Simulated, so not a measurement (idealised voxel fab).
Module name: voxel transistor to metal (process module)
Xsec cut, 275 nm wide, square cell size 5 nm.
How to read a cross-section here: the picture is a grid of square cells, written as bands going from the top down, and any band can span one or more rows of cells. Basically the band line says how high the top is and how high the bottom is, in nm, and then what's in it from left to right, every material with its width in nm. Empty space shows up as "blank", and if a single material carries "throughout" it runs the full band edge to edge. Height is counted from the level 0, under which the received wafer is composed throughout of one material. The lowest of the bands is not closed at the bottom but continues downward, in the notation "z 0 and below". A width given as "30..40" starts at the first number in the band's top row and ends at the second number in its bottom row, shifting by an equal amount at every step from row to row. A step reported as "nothing changed" is a step in which no cell of the cross-section changed. "closed voids": empty spaces of 8 cells or more with no open way to the top, each given as width x height at distance, distance from the left edge, all in nm. On each step's line, the part that comes after the settings is the simulator's own comment on the step. overlay nm: on a step with a mask, how far right of its planned place the mask lay; negative means left.
Below is the list of planned process steps:
1 RECEIVE with material Si
2 CONFORMAL_DEP with material SiO2, thk nm 5
3 CONFORMAL_DEP with material SiN, thk nm 10
4 PATTERN with tone cover, mask id ACTIVE, material resist, width nm 105, pitch nm 125, thk nm 20, overlay nm 0
5 DIRECTIONAL_ETCH with etch materials SiN, depth nm 10
6 DIRECTIONAL_ETCH with etch materials SiO2, depth nm 5
7 DIRECTIONAL_ETCH with etch materials Si, depth nm 30
8 STRIP with etch materials resist
9 FILL_DEP with material SiO2, thk nm 15
10 CMP with height nm 15
11 SELECTIVE_ETCH with etch materials SiO2, depth nm 5
12 STRIP with etch materials SiN
13 SELECTIVE_ETCH with etch materials SiO2, depth nm 5
14 OXIDIZE with depth nm 5
15 DIRECTIONAL_DEP with material polySi, thk nm 20
16 DIRECTIONAL_DEP with material SiCN, thk nm 10
17 PATTERN with tone cover, mask id GATE, material resist, width nm 25, pitch nm 125, thk nm 20, overlay nm 0
18 DIRECTIONAL_ETCH with etch materials SiCN, depth nm 20
19 DIRECTIONAL_ETCH with etch materials polySi, depth nm 30
20 STRIP with etch materials resist
21 CONFORMAL_DEP with material SiN, thk nm 10
22 DIRECTIONAL_ETCH with etch materials SiN, depth nm 10
23 DIRECTIONAL_ETCH with etch materials SiO2, depth nm 5
24 DIRECTIONAL_ETCH with etch materials Si, depth nm 10
25 EPI with material SiGe, thk nm 15
26 FILL_DEP with material SiO2, thk nm 5
27 CMP with height nm 30
28 DIRECTIONAL_DEP with material SiO2, thk nm 15
29 DIRECTIONAL_DEP with material aC, thk nm 10
30 PATTERN with tone open, mask id CONTACT, material resist, width nm 30, thk nm 25, overlay nm 0
31 DIRECTIONAL_ETCH with etch materials aC, depth nm 10
32 STRIP with etch materials resist
33 DIRECTIONAL_ETCH with etch materials SiO2, depth nm 35
34 STRIP with etch materials aC
35 CONFORMAL_DEP with material TiN, thk nm 5
36 FILL_DEP with material W, thk nm 5
37 CMP with height nm 45
38 CONFORMAL_DEP with material SiCN, thk nm 5
39 DIRECTIONAL_DEP with material lowk, thk nm 15
40 MASKED_ETCH with tone open, mask id METAL_1, width nm 20, etch materials lowk, depth nm 15, overlay nm 0
41 MASKED_ETCH with tone open, mask id METAL_1, width nm 20, etch materials SiCN, depth nm 5, overlay nm 0
42 CONFORMAL_DEP with material TiN, thk nm 5
43 FILL_DEP with material Ru, thk nm 5
44 CMP with height nm 65
45 CONFORMAL_DEP with material SiN, thk nm 5
The first of two wafers, run as planned:
Step 1 complete: cross-section of the wafer as received:
* z 0 and below  Si throughout
* closed voids: none
So this is the wafer cross-section right after step 2:
* z 5 to 0  SiO2 throughout
* Beneath the level 0, the cross-section is identical to its previous state.
So this is the wafer cross-section right after step 3:
* z 15 to 5  SiN throughout
* Beneath the level 5, the cross-section is identical to its previous state.
So this is the wafer cross-section right after step 4:
* z 35 to 15  20 nm blank  105 nm resist  20 nm blank  105 nm resist  25 nm blank
* Beneath the level 15, the cross-section is identical to its previous state.
So this is the wafer cross-section right after step 5:
* z 35 to 15  20 nm blank  105 nm resist  20 nm blank  105 nm resist  25 nm blank
* z 15 to 5  20 nm blank  105 nm SiN  20 nm blank  105 nm SiN  25 nm blank
* Beneath the level 5, the cross-section is identical to its previous state.
So this is the wafer cross-section right after step 6:
* z 35 to 15  20 nm blank  105 nm resist  20 nm blank  105 nm resist  25 nm blank
* z 15 to 5  20 nm blank  105 nm SiN  20 nm blank  105 nm SiN  25 nm blank
* z 5 to 0  20 nm blank  105 nm SiO2  20 nm blank  105 nm SiO2  25 nm blank
* Beneath the level 0, the cross-section is identical to its previous state.
So this is the wafer cross-section right after step 7:
* z 35 to 15  20 nm blank  105 nm resist  20 nm blank  105 nm resist  25 nm blank
* z 15 to 5  20 nm blank  105 nm SiN  20 nm blank  105 nm SiN  25 nm blank
* z 5 to 0  20 nm blank  105 nm SiO2  20 nm blank  105 nm SiO2  25 nm blank
* z 0 to -30  20 nm blank  105 nm Si  20 nm blank  105 nm Si  25 nm blank
* Beneath the level -30, the cross-section is identical to its previous state.
So this is the wafer cross-section right after step 8:
* z 15 to 5  20 nm blank  105 nm SiN  20 nm blank  105 nm SiN  25 nm blank
* Beneath the level 5, the cross-section is identical to its previous state.
So this is the wafer cross-section right after step 9:
* z 30 to 15  SiO2 throughout
* z 15 to 5  20 nm SiO2  105 nm SiN  20 nm SiO2  105 nm SiN  25 nm SiO2
* z 5 to 0  SiO2 throughout
* z 0 to -30  20 nm SiO2  105 nm Si  20 nm SiO2  105 nm Si  25 nm SiO2
* Beneath the level -30, the cross-section is identical to its previous state.
So this is the wafer cross-section right after step 10:
* z 15 to 5  20 nm SiO2  105 nm SiN  20 nm SiO2  105 nm SiN  25 nm SiO2
* Beneath the level 5, the cross-section is identical to its previous state.
So this is the wafer cross-section right after step 11:
* z 15 to 10  20 nm blank  105 nm SiN  20 nm blank  105 nm SiN  25 nm blank
* Beneath the level 10, the cross-section is identical to its previous state.
So this is the wafer cross-section right after step 12:
* z 10 to 5  20 nm SiO2  105 nm blank  20 nm SiO2  105 nm blank  25 nm SiO2
* Beneath the level 5, the cross-section is identical to its previous state.
So this is the wafer cross-section right after step 13:
* z 5 to 0  15 nm SiO2  115 nm blank  10 nm SiO2  115 nm blank  20 nm SiO2
* Beneath the level 0, the cross-section is identical to its previous state.
So this is the wafer cross-section right after step 14:
* z 5 to 0  15 nm SiO2  115 nm blank  10 nm SiO2  115 nm blank  20 nm SiO2
* z 0 to -5  SiO2 throughout
* Beneath the level -5, the cross-section is identical to its previous state.
So this is the wafer cross-section right after step 15:
* z 25 to 20  15 nm polySi  115 nm blank  10 nm polySi  115 nm blank  20 nm polySi
* z 20 to 5  polySi throughout
* z 5 to 0  15 nm SiO2  115 nm polySi  10 nm SiO2  115 nm polySi  20 nm SiO2
* Beneath the level 0, the cross-section is identical to its previous state.
So this is the wafer cross-section right after step 16:
* z 35 to 30  15 nm SiCN  115 nm blank  10 nm SiCN  115 nm blank  20 nm SiCN
* z 30 to 25  SiCN throughout
* z 25 to 20  15 nm polySi  115 nm SiCN  10 nm polySi  115 nm SiCN  20 nm polySi
* Beneath the level 20, the cross-section is identical to its previous state.
So this is the wafer cross-section right after step 17:
* z 55 to 35  60 nm blank  25 nm resist  100 nm blank  25 nm resist  65 nm blank
* z 35 to 30  15 nm SiCN  45 nm blank  25 nm resist  45 nm blank  10 nm SiCN  45 nm blank  25 nm resist  45 nm blank  20 nm SiCN
* Beneath the level 30, the cross-section is identical to its previous state.
So this is the wafer cross-section right after step 18:
* z 55 to 30  60 nm blank  25 nm resist  100 nm blank  25 nm resist  65 nm blank
* z 30 to 25  60 nm blank  25 nm SiCN  100 nm blank  25 nm SiCN  65 nm blank
* z 25 to 20  15 nm polySi  45 nm blank  25 nm SiCN  45 nm blank  10 nm polySi  45 nm blank  25 nm SiCN  45 nm blank  20 nm polySi
* Beneath the level 20, the cross-section is identical to its previous state.
So this is the wafer cross-section right after step 19:
* z 55 to 30  60 nm blank  25 nm resist  100 nm blank  25 nm resist  65 nm blank
* z 30 to 20  60 nm blank  25 nm SiCN  100 nm blank  25 nm SiCN  65 nm blank
* z 20 to 5  60 nm blank  25 nm polySi  100 nm blank  25 nm polySi  65 nm blank
* z 5 to 0  15 nm SiO2  45 nm blank  25 nm polySi  45 nm blank  10 nm SiO2  45 nm blank  25 nm polySi  45 nm blank  20 nm SiO2
* Beneath the level 0, the cross-section is identical to its previous state.
So this is the wafer cross-section right after step 20:
* z 30 to 20  60 nm blank  25 nm SiCN  100 nm blank  25 nm SiCN  65 nm blank
* Beneath the level 20, the cross-section is identical to its previous state.
So this is the wafer cross-section right after step 21:
* z 40 to 30  50 nm blank  45 nm SiN  80 nm blank  45 nm SiN  55 nm blank
* z 30 to 20  50 nm blank  10 nm SiN  25 nm SiCN  10 nm SiN  80 nm blank  10 nm SiN  25 nm SiCN  10 nm SiN  55 nm blank
* z 20 to 15  50 nm blank  10 nm SiN  25 nm polySi  10 nm SiN  80 nm blank  10 nm SiN  25 nm polySi  10 nm SiN  55 nm blank
* z 15 to 10  25 nm SiN  25 nm blank  10 nm SiN  25 nm polySi  10 nm SiN  25 nm blank  30 nm SiN  25 nm blank  10 nm SiN  25 nm polySi  10 nm SiN  25 nm blank  30 nm SiN
* z 10 to 5  60 nm SiN  25 nm polySi  100 nm SiN  25 nm polySi  65 nm SiN
* z 5 to 0  15 nm SiO2  45 nm SiN  25 nm polySi  45 nm SiN  10 nm SiO2  45 nm SiN  25 nm polySi  45 nm SiN  20 nm SiO2
* Beneath the level 0, the cross-section is identical to its previous state.
So this is the wafer cross-section right after step 22:
* z 30 to 20  50 nm blank  10 nm SiN  25 nm SiCN  10 nm SiN  80 nm blank  10 nm SiN  25 nm SiCN  10 nm SiN  55 nm blank
* z 20 to 5  50 nm blank  10 nm SiN  25 nm polySi  10 nm SiN  80 nm blank  10 nm SiN  25 nm polySi  10 nm SiN  55 nm blank
* z 5 to 0  15 nm SiO2  10 nm SiN  25 nm blank  10 nm SiN  25 nm polySi  10 nm SiN  25 nm blank  10 nm SiN  10 nm SiO2  10 nm SiN  25 nm blank  10 nm SiN  25 nm polySi  10 nm SiN  25 nm blank  10 nm SiN  20 nm SiO2
* Beneath the level 0, the cross-section is identical to its previous state.
So this is the wafer cross-section right after step 23:
* z 30 to 20  50 nm blank  10 nm SiN  25 nm SiCN  10 nm SiN  80 nm blank  10 nm SiN  25 nm SiCN  10 nm SiN  55 nm blank
* z 20 to 5  50 nm blank  10 nm SiN  25 nm polySi  10 nm SiN  80 nm blank  10 nm SiN  25 nm polySi  10 nm SiN  55 nm blank
* z 5 to 0  15 nm blank  10 nm SiN  25 nm blank  10 nm SiN  25 nm polySi  10 nm SiN  25 nm blank  10 nm SiN  10 nm blank  10 nm SiN  25 nm blank  10 nm SiN  25 nm polySi  10 nm SiN  25 nm blank  10 nm SiN  20 nm blank
* z 0 to -5  25 nm SiO2  25 nm blank  45 nm SiO2  25 nm blank  30 nm SiO2  25 nm blank  45 nm SiO2  25 nm blank  30 nm SiO2
* Beneath the level -5, the cross-section is identical to its previous state.
So this is the wafer cross-section right after step 24:
* z 30 to 20  50 nm blank  10 nm SiN  25 nm SiCN  10 nm SiN  80 nm blank  10 nm SiN  25 nm SiCN  10 nm SiN  55 nm blank
* z 20 to 5  50 nm blank  10 nm SiN  25 nm polySi  10 nm SiN  80 nm blank  10 nm SiN  25 nm polySi  10 nm SiN  55 nm blank
* z 5 to 0  15 nm blank  10 nm SiN  25 nm blank  10 nm SiN  25 nm polySi  10 nm SiN  25 nm blank  10 nm SiN  10 nm blank  10 nm SiN  25 nm blank  10 nm SiN  25 nm polySi  10 nm SiN  25 nm blank  10 nm SiN  20 nm blank
* z 0 to -5  25 nm SiO2  25 nm blank  45 nm SiO2  25 nm blank  30 nm SiO2  25 nm blank  45 nm SiO2  25 nm blank  30 nm SiO2
* z -5 to -15  20 nm SiO2  5 nm Si  25 nm blank  45 nm Si  25 nm blank  5 nm Si  20 nm SiO2  5 nm Si  25 nm blank  45 nm Si  25 nm blank  5 nm Si  25 nm SiO2
* Beneath the level -15, the cross-section is identical to its previous state.
So this is the wafer cross-section right after step 25:
* z 30 to 20  50 nm blank  10 nm SiN  25 nm SiCN  10 nm SiN  80 nm blank  10 nm SiN  25 nm SiCN  10 nm SiN  55 nm blank
* z 20 to 10  50 nm blank  10 nm SiN  25 nm polySi  10 nm SiN  80 nm blank  10 nm SiN  25 nm polySi  10 nm SiN  55 nm blank
* z 10 to 5  20 nm blank  30 nm SiGe  10 nm SiN  25 nm polySi  10 nm SiN  30 nm SiGe  20 nm blank  30 nm SiGe  10 nm SiN  25 nm polySi  10 nm SiN  30 nm SiGe  25 nm blank
* z 5 to 0  15 nm blank  10 nm SiN  25 nm SiGe  10 nm SiN  25 nm polySi  10 nm SiN  25 nm SiGe  10 nm SiN  10 nm blank  10 nm SiN  25 nm SiGe  10 nm SiN  25 nm polySi  10 nm SiN  25 nm SiGe  10 nm SiN  20 nm blank
* z 0 to -5  25 nm SiO2  25 nm SiGe  45 nm SiO2  25 nm SiGe  30 nm SiO2  25 nm SiGe  45 nm SiO2  25 nm SiGe  30 nm SiO2
* z -5 to -15  20 nm SiO2  5 nm Si  25 nm SiGe  45 nm Si  25 nm SiGe  5 nm Si  20 nm SiO2  5 nm Si  25 nm SiGe  45 nm Si  25 nm SiGe  5 nm Si  25 nm SiO2
* Beneath the level -15, the cross-section is identical to its previous state.
So this is the wafer cross-section right after step 26:
* z 35 to 30  SiO2 throughout
* z 30 to 20  50 nm SiO2  10 nm SiN  25 nm SiCN  10 nm SiN  80 nm SiO2  10 nm SiN  25 nm SiCN  10 nm SiN  55 nm SiO2
* z 20 to 10  50 nm SiO2  10 nm SiN  25 nm polySi  10 nm SiN  80 nm SiO2  10 nm SiN  25 nm polySi  10 nm SiN  55 nm SiO2
* z 10 to 5  20 nm SiO2  30 nm SiGe  10 nm SiN  25 nm polySi  10 nm SiN  30 nm SiGe  20 nm SiO2  30 nm SiGe  10 nm SiN  25 nm polySi  10 nm SiN  30 nm SiGe  25 nm SiO2
* z 5 to 0  15 nm SiO2  10 nm SiN  25 nm SiGe  10 nm SiN  25 nm polySi  10 nm SiN  25 nm SiGe  10 nm SiN  10 nm SiO2  10 nm SiN  25 nm SiGe  10 nm SiN  25 nm polySi  10 nm SiN  25 nm SiGe  10 nm SiN  20 nm SiO2
* Beneath the level 0, the cross-section is identical to its previous state.
So this is the wafer cross-section right after step 27:
* z 30 to 20  50 nm SiO2  10 nm SiN  25 nm SiCN  10 nm SiN  80 nm SiO2  10 nm SiN  25 nm SiCN  10 nm SiN  55 nm SiO2
* Beneath the level 20, the cross-section is identical to its previous state.
So this is the wafer cross-section right after step 28:
* z 45 to 30  SiO2 throughout
* Beneath the level 30, the cross-section is identical to its previous state.
So this is the wafer cross-section right after step 29:
* z 55 to 45  aC throughout
* Beneath the level 45, the cross-section is identical to its previous state.
So this is the wafer cross-section right after step 30:
* z 80 to 55  25 nm resist  30 nm blank  35 nm resist  30 nm blank  30 nm resist  30 nm blank  35 nm resist  30 nm blank  30 nm resist
* Beneath the level 55, the cross-section is identical to its previous state.
So this is the wafer cross-section right after step 31:
* z 70 to 55  25 nm resist  30 nm blank  35 nm resist  30 nm blank  30 nm resist  30 nm blank  35 nm resist  30 nm blank  30 nm resist
* z 55 to 45  25 nm aC  30 nm blank  35 nm aC  30 nm blank  30 nm aC  30 nm blank  35 nm aC  30 nm blank  30 nm aC
* Beneath the level 45, the cross-section is identical to its previous state.
So this is the wafer cross-section right after step 32:
* z 55 to 45  25 nm aC  30 nm blank  35 nm aC  30 nm blank  30 nm aC  30 nm blank  35 nm aC  30 nm blank  30 nm aC
* Beneath the level 45, the cross-section is identical to its previous state.
So this is the wafer cross-section right after step 33:
* z 55 to 45  25 nm aC  30 nm blank  35 nm aC  30 nm blank  30 nm aC  30 nm blank  35 nm aC  30 nm blank  30 nm aC
* z 45 to 30  25 nm SiO2  30 nm blank  35 nm SiO2  30 nm blank  30 nm SiO2  30 nm blank  35 nm SiO2  30 nm blank  30 nm SiO2
* z 30 to 20  25 nm SiO2  25 nm blank  10 nm SiN  25 nm SiCN  10 nm SiN  25 nm blank  30 nm SiO2  25 nm blank  10 nm SiN  25 nm SiCN  10 nm SiN  25 nm blank  30 nm SiO2
* z 20 to 10  25 nm SiO2  25 nm blank  10 nm SiN  25 nm polySi  10 nm SiN  25 nm blank  30 nm SiO2  25 nm blank  10 nm SiN  25 nm polySi  10 nm SiN  25 nm blank  30 nm SiO2
* Beneath the level 10, the cross-section is identical to its previous state.
So this is the wafer cross-section right after step 34:
* z 45 to 30  25 nm SiO2  30 nm blank  35 nm SiO2  30 nm blank  30 nm SiO2  30 nm blank  35 nm SiO2  30 nm blank  30 nm SiO2
* Beneath the level 30, the cross-section is identical to its previous state.
So this is the wafer cross-section right after step 35:
* z 50 to 45  30 nm TiN  20 nm blank  45 nm TiN  20 nm blank  40 nm TiN  20 nm blank  45 nm TiN  20 nm blank  35 nm TiN
* z 45 to 35  25 nm SiO2  5 nm TiN  20 nm blank  5 nm TiN  35 nm SiO2  5 nm TiN  20 nm blank  5 nm TiN  30 nm SiO2  5 nm TiN  20 nm blank  5 nm TiN  35 nm SiO2  5 nm TiN  20 nm blank  5 nm TiN  30 nm SiO2
* z 35 to 30  25 nm SiO2  5 nm TiN  15 nm blank  10 nm TiN  35 nm SiO2  10 nm TiN  15 nm blank  5 nm TiN  30 nm SiO2  5 nm TiN  15 nm blank  10 nm TiN  35 nm SiO2  10 nm TiN  15 nm blank  5 nm TiN  30 nm SiO2
* z 30 to 20  25 nm SiO2  5 nm TiN  15 nm blank  5 nm TiN  10 nm SiN  25 nm SiCN  10 nm SiN  5 nm TiN  15 nm blank  5 nm TiN  30 nm SiO2  5 nm TiN  15 nm blank  5 nm TiN  10 nm SiN  25 nm SiCN  10 nm SiN  5 nm TiN  15 nm blank  5 nm TiN  30 nm SiO2
* z 20 to 15  25 nm SiO2  5 nm TiN  15 nm blank  5 nm TiN  10 nm SiN  25 nm polySi  10 nm SiN  5 nm TiN  15 nm blank  5 nm TiN  30 nm SiO2  5 nm TiN  15 nm blank  5 nm TiN  10 nm SiN  25 nm polySi  10 nm SiN  5 nm TiN  15 nm blank  5 nm TiN  30 nm SiO2
* z 15 to 10  25 nm SiO2  25 nm TiN  10 nm SiN  25 nm polySi  10 nm SiN  25 nm TiN  30 nm SiO2  25 nm TiN  10 nm SiN  25 nm polySi  10 nm SiN  25 nm TiN  30 nm SiO2
* Beneath the level 10, the cross-section is identical to its previous state.
So this is the wafer cross-section right after step 36:
* z 55 to 50  W throughout
* z 50 to 45  30 nm TiN  20 nm W  45 nm TiN  20 nm W  40 nm TiN  20 nm W  45 nm TiN  20 nm W  35 nm TiN
* z 45 to 35  25 nm SiO2  5 nm TiN  20 nm W  5 nm TiN  35 nm SiO2  5 nm TiN  20 nm W  5 nm TiN  30 nm SiO2  5 nm TiN  20 nm W  5 nm TiN  35 nm SiO2  5 nm TiN  20 nm W  5 nm TiN  30 nm SiO2
* z 35 to 30  25 nm SiO2  5 nm TiN  15 nm W  10 nm TiN  35 nm SiO2  10 nm TiN  15 nm W  5 nm TiN  30 nm SiO2  5 nm TiN  15 nm W  10 nm TiN  35 nm SiO2  10 nm TiN  15 nm W  5 nm TiN  30 nm SiO2
* z 30 to 20  25 nm SiO2  5 nm TiN  15 nm W  5 nm TiN  10 nm SiN  25 nm SiCN  10 nm SiN  5 nm TiN  15 nm W  5 nm TiN  30 nm SiO2  5 nm TiN  15 nm W  5 nm TiN  10 nm SiN  25 nm SiCN  10 nm SiN  5 nm TiN  15 nm W  5 nm TiN  30 nm SiO2
* z 20 to 15  25 nm SiO2  5 nm TiN  15 nm W  5 nm TiN  10 nm SiN  25 nm polySi  10 nm SiN  5 nm TiN  15 nm W  5 nm TiN  30 nm SiO2  5 nm TiN  15 nm W  5 nm TiN  10 nm SiN  25 nm polySi  10 nm SiN  5 nm TiN  15 nm W  5 nm TiN  30 nm SiO2
* Beneath the level 15, the cross-section is identical to its previous state.
So this is the wafer cross-section right after step 37:
* z 45 to 35  25 nm SiO2  5 nm TiN  20 nm W  5 nm TiN  35 nm SiO2  5 nm TiN  20 nm W  5 nm TiN  30 nm SiO2  5 nm TiN  20 nm W  5 nm TiN  35 nm SiO2  5 nm TiN  20 nm W  5 nm TiN  30 nm SiO2
* Beneath the level 35, the cross-section is identical to its previous state.
So this is the wafer cross-section right after step 38:
* z 50 to 45  SiCN throughout
* Beneath the level 45, the cross-section is identical to its previous state.
So this is the wafer cross-section right after step 39:
* z 65 to 50  lowk throughout
* Beneath the level 50, the cross-section is identical to its previous state.
So this is the wafer cross-section right after step 40:
* z 65 to 50  25 nm lowk  20 nm blank  55 nm lowk  20 nm blank  30 nm lowk  20 nm blank  55 nm lowk  20 nm blank  30 nm lowk
* Beneath the level 50, the cross-section is identical to its previous state.
So this is the wafer cross-section right after step 41:
* z 65 to 50  25 nm lowk  20 nm blank  55 nm lowk  20 nm blank  30 nm lowk  20 nm blank  55 nm lowk  20 nm blank  30 nm lowk
* z 50 to 45  25 nm SiCN  20 nm blank  55 nm SiCN  20 nm blank  30 nm SiCN  20 nm blank  55 nm SiCN  20 nm blank  30 nm SiCN
* Beneath the level 45, the cross-section is identical to its previous state.
So this is the wafer cross-section right after step 42:
* z 70 to 65  30 nm TiN  10 nm blank  65 nm TiN  10 nm blank  40 nm TiN  10 nm blank  65 nm TiN  10 nm blank  35 nm TiN
* z 65 to 50  25 nm lowk  5 nm TiN  10 nm blank  5 nm TiN  55 nm lowk  5 nm TiN  10 nm blank  5 nm TiN  30 nm lowk  5 nm TiN  10 nm blank  5 nm TiN  55 nm lowk  5 nm TiN  10 nm blank  5 nm TiN  30 nm lowk
* z 50 to 45  25 nm SiCN  20 nm TiN  55 nm SiCN  20 nm TiN  30 nm SiCN  20 nm TiN  55 nm SiCN  20 nm TiN  30 nm SiCN
* Beneath the level 45, the cross-section is identical to its previous state.
So this is the wafer cross-section right after step 43:
* z 75 to 70  Ru throughout
* z 70 to 65  30 nm TiN  10 nm Ru  65 nm TiN  10 nm Ru  40 nm TiN  10 nm Ru  65 nm TiN  10 nm Ru  35 nm TiN
* z 65 to 50  25 nm lowk  5 nm TiN  10 nm Ru  5 nm TiN  55 nm lowk  5 nm TiN  10 nm Ru  5 nm TiN  30 nm lowk  5 nm TiN  10 nm Ru  5 nm TiN  55 nm lowk  5 nm TiN  10 nm Ru  5 nm TiN  30 nm lowk
* Beneath the level 50, the cross-section is identical to its previous state.
So this is the wafer cross-section right after step 44:
* z 65 to 50  25 nm lowk  5 nm TiN  10 nm Ru  5 nm TiN  55 nm lowk  5 nm TiN  10 nm Ru  5 nm TiN  30 nm lowk  5 nm TiN  10 nm Ru  5 nm TiN  55 nm lowk  5 nm TiN  10 nm Ru  5 nm TiN  30 nm lowk
* Beneath the level 50, the cross-section is identical to its previous state.
So this is the wafer cross-section right after step 45:
* z 70 to 65  SiN throughout
* Beneath the level 65, the cross-section is identical to its previous state.
Second wafer. Start and plan as for the first. One mistake made in running. Agrees with the first up to and including step 37:
Cross-section of the second wafer corresponding to the planned conclusion of step 38:
* z 60 to 45  lowk throughout
* Beneath the level 45, the cross-section is identical to its previous state.
Cross-section of the second wafer corresponding to the planned conclusion of step 39:
* z 65 to 60  SiCN throughout
* Beneath the level 60, the cross-section is identical to its previous state.
Cross-section of the second wafer corresponding to the planned conclusion of step 40: nothing changed
Cross-section of the second wafer corresponding to the planned conclusion of step 41:
* z 65 to 60  25 nm SiCN  20 nm blank  55 nm SiCN  20 nm blank  30 nm SiCN  20 nm blank  55 nm SiCN  20 nm blank  30 nm SiCN
* Beneath the level 60, the cross-section is identical to its previous state.
Cross-section of the second wafer corresponding to the planned conclusion of step 42:
* z 70 to 65  30 nm TiN  10 nm blank  65 nm TiN  10 nm blank  40 nm TiN  10 nm blank  65 nm TiN  10 nm blank  35 nm TiN
* z 65 to 60  25 nm SiCN  20 nm TiN  55 nm SiCN  20 nm TiN  30 nm SiCN  20 nm TiN  55 nm SiCN  20 nm TiN  30 nm SiCN
* Beneath the level 60, the cross-section is identical to its previous state.
Cross-section of the second wafer corresponding to the planned conclusion of step 43:
* z 75 to 70  Ru throughout
* z 70 to 65  30 nm TiN  10 nm Ru  65 nm TiN  10 nm Ru  40 nm TiN  10 nm Ru  65 nm TiN  10 nm Ru  35 nm TiN
* Beneath the level 65, the cross-section is identical to its previous state.
Cross-section of the second wafer corresponding to the planned conclusion of step 44:
* z 65 to 60  25 nm SiCN  20 nm TiN  55 nm SiCN  20 nm TiN  30 nm SiCN  20 nm TiN  55 nm SiCN  20 nm TiN  30 nm SiCN
* Beneath the level 60, the cross-section is identical to its previous state.
Cross-section of the second wafer corresponding to the planned conclusion of step 45:
* z 70 to 65  SiN throughout
* Beneath the level 65, the cross-section is identical to its previous state.
Misprocessing identified: the run placed steps 38 and 39 each in the position the plan gave to the other
Upon completion, the second wafer contains, in terms of cells, a greater or smaller amount of certain materials than the first wafer: Ru: 24 fewer; TiN: 24 fewer; lowk: 48 more
